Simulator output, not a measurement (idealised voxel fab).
Name of the process module below: voxel transistor to metal
Square cell edge 5 nm, section width 150 nm, ID cut.
Cross-section format: a grid of square cells, given as bands from top to bottom; each band is one or more rows of cells.
What a band's entry tells you: where the top is and where the bottom is, as heights in nm, and after that what lies inside, material by material from left to right, each with its width in nm. Empty space is written as the word "air", and a single material marked with the word "throughout" occupies the band from edge to edge.
We count height from 0. Below that, the starting wafer is all one material. The lowest band never ends at the bottom but goes on down; see "top 0, no bottom" for how that is written.
When a width is written as two numbers, as in "30->40", the first number is the width in the top row of cells of the band and the second is the width in its bottom row, and the width changes by the same amount from each row to the next.
Reading "no alteration" for a step: not a cell of the cross-section changed in it.
Empty spaces without an open route to the top, at least 8 cells in extent, make up the entry "Voids, fully enclosed"; each is given as width x height at distance, where the distance is measured from the left edge, and all are in nm.
Step line, after settings: the simulator's comment on this step.
overlay nm: for a step with a mask, the amount by which the mask lay right of where it was planned; a negative amount means left of it.

# Here's what the planned process steps look like
| 1 | RECEIVE [material Si] |
| 2 | OXIDIZE [depth nm 5] |
| 3 | CONFORMAL_DEP [material SiN] [thk nm 10] |
| 4 | PATTERN [tone cover] [mask id ACTIVE] [material resist] [width nm 120] [thk nm 15] [overlay nm 0] |
| 5 | DIRECTIONAL_ETCH [etch materials SiN] [depth nm 10] |
| 6 | DIRECTIONAL_ETCH [etch materials SiO2] [depth nm 5] |
| 7 | DIRECTIONAL_ETCH [etch materials Si] [depth nm 35] |
| 8 | STRIP [etch materials resist] |
| 9 | FILL_DEP [material SiO2] [thk nm 10] |
| 10 | CMP [height nm 10] |
| 11 | SELECTIVE_ETCH [etch materials SiO2] [depth nm 10] |
| 12 | STRIP [etch materials SiN] |
| 13 | SELECTIVE_ETCH [etch materials SiO2] [depth nm 5] |
| 14 | OXIDIZE [depth nm 5] |
| 15 | DIRECTIONAL_DEP [material polySi] [thk nm 20] |
| 16 | DIRECTIONAL_DEP [material SiCN] [thk nm 15] |
| 17 | MASKED_ETCH [tone cover] [mask id GATE] [width nm 30] [etch materials SiCN] [depth nm 25] [overlay nm 0] |
| 18 | MASKED_ETCH [tone cover] [mask id GATE] [width nm 30] [etch materials polySi] [depth nm 30] [overlay nm 0] |
| 19 | CONFORMAL_DEP [material SiO2] [thk nm 5] |
| 20 | DIRECTIONAL_ETCH [etch materials SiO2] [depth nm 5] |
| 21 | CONFORMAL_DEP [material SiN] [thk nm 10] |
| 22 | DIRECTIONAL_ETCH [etch materials SiN] [depth nm 10] |
| 23 | DIRECTIONAL_ETCH [etch materials SiO2] [depth nm 5] |
| 24 | DIRECTIONAL_ETCH [etch materials Si] [depth nm 5] |
| 25 | EPI [material nSi] [thk nm 5] |
| 26 | FILL_DEP [material SiO2] [thk nm 5] |
| 27 | CMP [height nm 15] |
| 28 | STRIP [etch materials polySi] |
| 29 | SELECTIVE_ETCH [etch materials SiO2] [depth nm 5] |
| 30 | CONFORMAL_DEP [material HfO2] [thk nm 5] |
| 31 | CONFORMAL_DEP [material TiN] [thk nm 5] |
| 32 | FILL_DEP [material W] [thk nm 5] |
| 33 | CMP [height nm 10] |
| 34 | DIRECTIONAL_DEP [material SiO2] [thk nm 15] |
| 35 | PATTERN [tone open] [mask id CONTACT] [material resist] [width nm 20] [pitch nm 90] [thk nm 15] [overlay nm 0] |
| 36 | DIRECTIONAL_ETCH [etch materials SiO2] [depth nm 35] |
| 37 | STRIP [etch materials resist] |
| 38 | CONFORMAL_DEP [material TiN] [thk nm 5] |
| 39 | FILL_DEP [material W] [thk nm 10] |
| 40 | CMP [height nm 25] |
| 41 | CONFORMAL_DEP [material SiCN] [thk nm 5] |
| 42 | DIRECTIONAL_DEP [material lowk] [thk nm 25] |
| 43 | MASKED_ETCH [tone open] [mask id METAL_1] [width nm 20] [pitch nm 90] [etch materials lowk] [depth nm 25] [overlay nm 0] |
| 44 | MASKED_ETCH [tone open] [mask id METAL_1] [width nm 20] [pitch nm 90] [etch materials SiCN] [depth nm 5] [overlay nm 0] |
| 45 | CONFORMAL_DEP [material TiN] [thk nm 5] |
| 46 | FILL_DEP [material Cu] [thk nm 10] |
| 47 | CMP [height nm 55] |
| 48 | CONFORMAL_DEP [material SiCN] [thk nm 5] |
| 49 | DIRECTIONAL_DEP [material lowk] [thk nm 25] |
| 50 | DIRECTIONAL_DEP [material aC] [thk nm 10] |
| 51 | PATTERN [tone open] [mask id METAL_2] [material resist] [width nm 20] [pitch nm 90] [thk nm 30] [overlay nm 0] |
| 52 | DIRECTIONAL_ETCH [etch materials aC] [depth nm 10] |
| 53 | STRIP [etch materials resist] |
| 54 | DIRECTIONAL_ETCH [etch materials lowk] [depth nm 15] |
| 55 | STRIP [etch materials aC] |
| 56 | DIRECTIONAL_DEP [material aC] [thk nm 15] |
| 57 | PATTERN [tone open] [mask id METAL_2_HOLES] [material resist] [width nm 15] [pitch nm 90] [thk nm 30] [overlay nm 0] |
| 58 | DIRECTIONAL_ETCH [etch materials aC] [depth nm 15] |
| 59 | STRIP [etch materials resist] |
| 60 | DIRECTIONAL_ETCH [etch materials lowk] [depth nm 10] |
| 61 | DIRECTIONAL_ETCH [etch materials SiCN] [depth nm 5] |
| 62 | STRIP [etch materials aC] |
| 63 | CONFORMAL_DEP [material TiN] [thk nm 5] |
| 64 | FILL_DEP [material Ru] [thk nm 10] |
| 65 | CMP [height nm 85] |
| 66 | CONFORMAL_DEP [material SiN] [thk nm 5] |

# As-received state of the wafer in cross-section, equivalent to post-step 1
> top 0, no bottom = Si throughout
> Voids, fully enclosed: none

# As-planned run: cross-section of the first of two wafers at end of module
> top 90, bottom 85 = SiN throughout
> top 85, bottom 75 = lowk 20; TiN 5; Ru 10; TiN 5; lowk 70; TiN 5; Ru 10; TiN 5; lowk 20
> top 75, bottom 70 = lowk 20; TiN 5; Ru 5; TiN 10; lowk 70; TiN 5; Ru 5; TiN 10; lowk 20
> top 70, bottom 60 = lowk 20; TiN 5; Ru 5; TiN 5; lowk 75; TiN 5; Ru 5; TiN 5; lowk 25
> top 60, bottom 55 = SiCN 20; TiN 15; SiCN 75; TiN 15; SiCN 25
> top 55, bottom 30 = lowk 20; TiN 5; Cu 10; TiN 5; lowk 70; TiN 5; Cu 10; TiN 5; lowk 20
> top 30, bottom 25 = SiCN 20; TiN 20; SiCN 70; TiN 20; SiCN 20
> top 25, bottom 10 = SiO2 20; TiN 5; W 10; TiN 5; SiO2 70; TiN 5; W 10; TiN 5; SiO2 20
> top 10, bottom 0 = SiO2 20; TiN 5; W 10; TiN 5; SiO2 5; SiN 10; HfO2 5; TiN 5; W 20; TiN 5; HfO2 5; SiN 10; SiO2 5; TiN 5; W 10; TiN 5; SiO2 20
> top 0, bottom -5 = SiO2 20; TiN 5; W 10; TiN 5; SiO2 5; SiN 10; HfO2 5; TiN 30; HfO2 5; SiN 10; SiO2 5; TiN 5; W 10; TiN 5; SiO2 20
> top -5, bottom -10 = SiO2 20; TiN 20; nSi 5; SiO2 10; HfO2 40; SiO2 10; nSi 5; TiN 20; SiO2 20
> top -10, bottom -15 = SiO2 15; nSi 30; Si 60; nSi 30; SiO2 15
> top -15, bottom -40 = SiO2 15; Si 120; SiO2 15
> top -40, no bottom = Si throughout
> Voids, fully enclosed: none

# Wafer two, sectioned after the module: the first wafer's start, the first wafer's plan, and one mistake in how it was run
> top 90, bottom 85 = SiN throughout
> top 85, bottom 75 = lowk 15; TiN 5; Ru 20; TiN 5; lowk 60; TiN 5; Ru 20; TiN 5; lowk 15
> top 75, bottom 70 = lowk 15; TiN 10; Ru 5; TiN 15; lowk 60; TiN 10; Ru 5; TiN 15; lowk 15
> top 70, bottom 60 = lowk 20; TiN 5; Ru 5; TiN 5; lowk 75; TiN 5; Ru 5; TiN 5; lowk 25
> top 60, bottom 55 = SiCN 20; TiN 15; SiCN 75; TiN 15; SiCN 25
> top 55, bottom 30 = lowk 20; TiN 5; Cu 10; TiN 5; lowk 70; TiN 5; Cu 10; TiN 5; lowk 20
> top 30, bottom 25 = SiCN 20; TiN 20; SiCN 70; TiN 20; SiCN 20
> top 25, bottom 10 = SiO2 20; TiN 5; W 10; TiN 5; SiO2 70; TiN 5; W 10; TiN 5; SiO2 20
> top 10, bottom 0 = SiO2 20; TiN 5; W 10; TiN 5; SiO2 5; SiN 10; HfO2 5; TiN 5; W 20; TiN 5; HfO2 5; SiN 10; SiO2 5; TiN 5; W 10; TiN 5; SiO2 20
> top 0, bottom -5 = SiO2 20; TiN 5; W 10; TiN 5; SiO2 5; SiN 10; HfO2 5; TiN 30; HfO2 5; SiN 10; SiO2 5; TiN 5; W 10; TiN 5; SiO2 20
> top -5, bottom -10 = SiO2 20; TiN 20; nSi 5; SiO2 10; HfO2 40; SiO2 10; nSi 5; TiN 20; SiO2 20
> top -10, bottom -15 = SiO2 15; nSi 30; Si 60; nSi 30; SiO2 15
> top -15, bottom -40 = SiO2 15; Si 120; SiO2 15
> top -40, no bottom = Si throughout
> Voids, fully enclosed: none
Where did the run depart from the plan? step 51, actual vs plan mismatch, actual run PATTERN [tone open] [mask id METAL_2] [material resist] [width nm 30] [pitch nm 90] [thk nm 30] [overlay nm 0]
Upon completion, the second wafer contains, in terms of cells, a greater or smaller amount of certain materials than the first wafer: +8 Ru; +4 TiN; -12 lowk
